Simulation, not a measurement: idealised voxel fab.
process module | voxel local oxidation
cross-section cut | 255 nm wide | cells 5 nm
A cross-section is a grid of square cells, given in bands from the top down. A band is one or more rows of cells.
Each band's line starts with the height of the band's top and of its bottom, in nm. Then come its materials from left to right, each with its width in nm. One material with "throughout" fills the band from edge to edge. "air" is empty space.
Height 0 is the level under which the wafer as received is all one material. The lowest band goes on downwards, as in "0 down".
A width such as "30 to 40" changes by the same amount from each row of cells to the next, from the band's top row to its bottom row.
"no change" after a step means that no cell of the cross-section changed.
closed voids: empty space of 8 cells or more with no open way to the top, each as width x height at its distance from the left edge, in nm
after a step's settings: what the simulator itself notes on the step
overlay nm, on a step with a mask: how far to the right of its planned place the mask lay; to the left if negative
plan
1 op RECEIVE | material Si
2 op CONFORMAL_DEP | material SiO2 | thk nm 5
3 op CONFORMAL_DEP | material SiN | thk nm 15
4 op PATTERN | tone cover | mask id ACTIVE | material resist | width nm 105 | thk nm 15 | overlay nm -15
5 op DIRECTIONAL_ETCH | etch materials SiN | depth nm 15
6 op STRIP | etch materials resist
7 op SELECTIVE_ETCH | etch materials SiO2 | depth nm 5
8 op OXIDIZE | depth nm 10
9 op STRIP | etch materials SiN
varied across the wafers: overlay nm of step 4. The plan shows the first wafer's value. All wafers start alike
first wafer as received, after step 1
  0 down: Si throughout
  closed voids: none
each wafer at the end: cells of each material gained (+) or lost (-) since it was received, then its closed voids
overlay nm -15 | -72 Si | +91 SiO2 | closed voids: none
overlay nm -10 | -72 Si | +91 SiO2 | closed voids: none
overlay nm -5 | -72 Si | +91 SiO2 | closed voids: none
overlay nm 0 | -72 Si | +91 SiO2 | closed voids: none
overlay nm 5 | -72 Si | +91 SiO2 | closed voids: none
overlay nm 10 | -72 Si | +91 SiO2 | closed voids: none
overlay nm 15 | -72 Si | +91 SiO2 | closed voids: none
